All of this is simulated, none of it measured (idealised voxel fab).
process module | voxel wiring stack
cross-section cut | 250 nm wide | cells 5 nm
A cross-section is a grid of square cells, given in bands from the top down. A band is one or more rows of cells.
Each band's line starts with the height of the band's top and of its bottom, in nm. Then come its materials from left to right, each with its width in nm. One material with "throughout" fills the band from edge to edge. "air" is empty space.
Height 0 is the level under which the wafer as received is all one material. The lowest band goes on downwards, as in "0 down".
A width such as "30 to 40" changes by the same amount from each row of cells to the next, from the band's top row to its bottom row.
"no change" after a step means that no cell of the cross-section changed.
closed voids: empty space of 8 cells or more with no open way to the top, each as width x height at its distance from the left edge, in nm
after a step's settings: what the simulator itself notes on the step
overlay nm, on a step with a mask: how far to the right of its planned place the mask lay; to the left if negative
plan
1 op RECEIVE | material Si
2 op CONFORMAL_DEP | material SiO2 | thk nm 15
3 op CONFORMAL_DEP | material SiN | thk nm 5
4 op DIRECTIONAL_DEP | material SiO2 | thk nm 15
5 op DIRECTIONAL_DEP | material aC | thk nm 15
6 op PATTERN | tone open | mask id METAL_1 | material resist | width nm 30 | pitch nm 60 | thk nm 30 | overlay nm 0
7 op DIRECTIONAL_ETCH | etch materials aC | depth nm 15
8 op STRIP | etch materials resist
9 op DIRECTIONAL_ETCH | etch materials SiO2 | depth nm 15
10 op DIRECTIONAL_ETCH | etch materials SiN | depth nm 5
11 op STRIP | etch materials aC
12 op CONFORMAL_DEP | material TiN | thk nm 5
13 op FILL_DEP | material Cu | thk nm 10
14 op CMP | height nm 35
15 op EPI | material Ru | thk nm 5
16 op FILL_DEP | material SiCN | thk nm 5
17 op DIRECTIONAL_DEP | material SiO2 | thk nm 10
18 op DIRECTIONAL_DEP | material aC | thk nm 15
19 op PATTERN | tone open | mask id PLUG_1 | material resist | width nm 15 | pitch nm 60 | thk nm 30 | overlay nm 0
20 op DIRECTIONAL_ETCH | etch materials aC | depth nm 15
21 op STRIP | etch materials resist
22 op DIRECTIONAL_ETCH | etch materials SiO2 | depth nm 10
23 op DIRECTIONAL_ETCH | etch materials SiCN | depth nm 5
24 op STRIP | etch materials aC
25 op EPI | material Ru | thk nm 10
26 op EPI | material Ru | thk nm 5
27 op CONFORMAL_DEP | material SiCN | thk nm 5
28 op DIRECTIONAL_DEP | material lowk | thk nm 20
29 op DIRECTIONAL_DEP | material aC | thk nm 15
30 op PATTERN | tone open | mask id METAL_2 | material resist | width nm 30 | pitch nm 60 | thk nm 30 | overlay nm 0
31 op DIRECTIONAL_ETCH | etch materials aC | depth nm 15
32 op STRIP | etch materials resist
33 op DIRECTIONAL_ETCH | etch materials lowk | depth nm 20
34 op DIRECTIONAL_ETCH | etch materials SiCN | depth nm 5
35 op STRIP | etch materials aC
36 op CONFORMAL_DEP | material TiN | thk nm 5
37 op FILL_DEP | material W | thk nm 10
38 op CMP | height nm 80
39 op CONFORMAL_DEP | material SiCN | thk nm 5
40 op DIRECTIONAL_DEP | material SiO2 | thk nm 30
41 op DIRECTIONAL_DEP | material aC | thk nm 15
42 op PATTERN | tone open | mask id METAL_3_HOLES | material resist | width nm 15 | pitch nm 60 | thk nm 35 | overlay nm 0
43 op DIRECTIONAL_ETCH | etch materials aC | depth nm 15
44 op STRIP | etch materials resist
45 op DIRECTIONAL_ETCH | etch materials SiO2 | depth nm 30
46 op STRIP | etch materials aC
47 op MASKED_ETCH | tone open | mask id METAL_3 | width nm 30 | pitch nm 60 | etch materials SiO2 | depth nm 15 | overlay nm 0
48 op MASKED_ETCH | tone open | mask id METAL_3 | width nm 30 | pitch nm 60 | etch materials SiCN | depth nm 5 | overlay nm 0
49 op CONFORMAL_DEP | material TiN | thk nm 5
50 op FILL_DEP | material Ru | thk nm 10
51 op CMP | height nm 115
52 op CONFORMAL_DEP | material SiCN | thk nm 5
53 op DIRECTIONAL_DEP | material lowk | thk nm 25
54 op PATTERN | tone open | mask id METAL_4_HOLES | material resist | width nm 15 | thk nm 15 | overlay nm 0
55 op DIRECTIONAL_ETCH | etch materials lowk | depth nm 25
56 op STRIP | etch materials resist
57 op MASKED_ETCH | tone open | mask id METAL_4 | width nm 30 | pitch nm 60 | etch materials lowk | depth nm 15 | overlay nm 0
58 op MASKED_ETCH | tone open | mask id METAL_4 | width nm 30 | pitch nm 60 | etch materials SiCN | depth nm 5 | overlay nm 0
59 op CONFORMAL_DEP | material TiN | thk nm 5
60 op FILL_DEP | material Cu | thk nm 10
61 op CMP | height nm 145
62 op CONFORMAL_DEP | material SiCN | thk nm 5
as received, after step 1
  0 down: Si throughout
  closed voids: none
first wafer at the end, as planned
  150 to 145: SiCN throughout
  145 to 135: lowk 80 | TiN 5 | Cu 20 | TiN 5 | lowk 30 | TiN 5 | Cu 20 | TiN 5 | lowk 80
  135 to 130: lowk 80 | TiN 5 | Cu 5 | TiN 20 | lowk 30 | TiN 30 | lowk 80
  130 to 120: lowk 80 | TiN 5 | Cu 5 | TiN 5 | lowk 155
  120 to 115: SiCN 80 | TiN 15 | SiCN 155
  115 to 105: SiO2 80 | TiN 5 | Ru 20 | TiN 5 | SiO2 30 | TiN 5 | Ru 20 | TiN 5 | SiO2 80
  105 to 100: SiO2 80 | TiN 5 | Ru 5 | TiN 20 | SiO2 30 | TiN 5 | Ru 5 | TiN 20 | SiO2 80
  100 to 85: SiO2 80 | TiN 5 | Ru 5 | TiN 5 | SiO2 45 | TiN 5 | Ru 5 | TiN 5 | SiO2 95
  85 to 80: SiCN 80 | TiN 15 | SiCN 45 | TiN 15 | SiCN 95
  80 to 60: lowk 80 | TiN 5 | W 20 | TiN 5 | lowk 30 | TiN 5 | W 20 | TiN 5 | lowk 80
  60 to 55: SiCN 80 | TiN 30 | SiCN 30 | TiN 30 | SiCN 80
  55 to 45: SiO2 80 | Ru 15 | SiO2 45 | Ru 15 | SiO2 95
  45 to 35: SiCN 80 to 75 | Ru 15 to 40 | SiCN 45 to 20 | Ru 15 to 40 | SiCN 95 to 75
  35 to 20: SiO2 80 | TiN 5 | Cu 20 | TiN 5 | SiO2 30 | TiN 5 | Cu 20 | TiN 5 | SiO2 80
  20 to 15: SiN 80 | TiN 30 | SiN 30 | TiN 30 | SiN 80
  15 to 0: SiO2 throughout
  0 down: Si throughout
  closed voids: none
second wafer at the end: like start, like plan, one mistake
  165 to 160: SiCN throughout
  160 to 150: Cu throughout
  150 to 145: TiN 85 | Cu 20 | TiN 40 | Cu 20 | TiN 85
  145 to 135: lowk 80 | TiN 5 | Cu 20 | TiN 5 | lowk 30 | TiN 5 | Cu 20 | TiN 5 | lowk 80
  135 to 130: lowk 80 | TiN 5 | Cu 5 | TiN 20 | lowk 30 | TiN 30 | lowk 80
  130 to 120: lowk 80 | TiN 5 | Cu 5 | TiN 5 | lowk 155
  120 to 115: SiCN 80 | TiN 15 | SiCN 155
  115 to 105: SiO2 80 | TiN 5 | Ru 20 | TiN 5 | SiO2 30 | TiN 5 | Ru 20 | TiN 5 | SiO2 80
  105 to 100: SiO2 80 | TiN 5 | Ru 5 | TiN 20 | SiO2 30 | TiN 5 | Ru 5 | TiN 20 | SiO2 80
  100 to 85: SiO2 80 | TiN 5 | Ru 5 | TiN 5 | SiO2 45 | TiN 5 | Ru 5 | TiN 5 | SiO2 95
  85 to 80: SiCN 80 | TiN 15 | SiCN 45 | TiN 15 | SiCN 95
  80 to 60: lowk 80 | TiN 5 | W 20 | TiN 5 | lowk 30 | TiN 5 | W 20 | TiN 5 | lowk 80
  60 to 55: SiCN 80 | TiN 30 | SiCN 30 | TiN 30 | SiCN 80
  55 to 45: SiO2 80 | Ru 15 | SiO2 45 | Ru 15 | SiO2 95
  45 to 35: SiCN 80 to 75 | Ru 15 to 40 | SiCN 45 to 20 | Ru 15 to 40 | SiCN 95 to 75
  35 to 20: SiO2 80 | TiN 5 | Cu 20 | TiN 5 | SiO2 30 | TiN 5 | Cu 20 | TiN 5 | SiO2 80
  20 to 15: SiN 80 | TiN 30 | SiN 30 | TiN 30 | SiN 80
  15 to 0: SiO2 throughout
  0 down: Si throughout
  closed voids: none
what went wrong: step 61 was left out
at the end the second wafer has, in cells: 108 more of Cu | 42 more of TiN
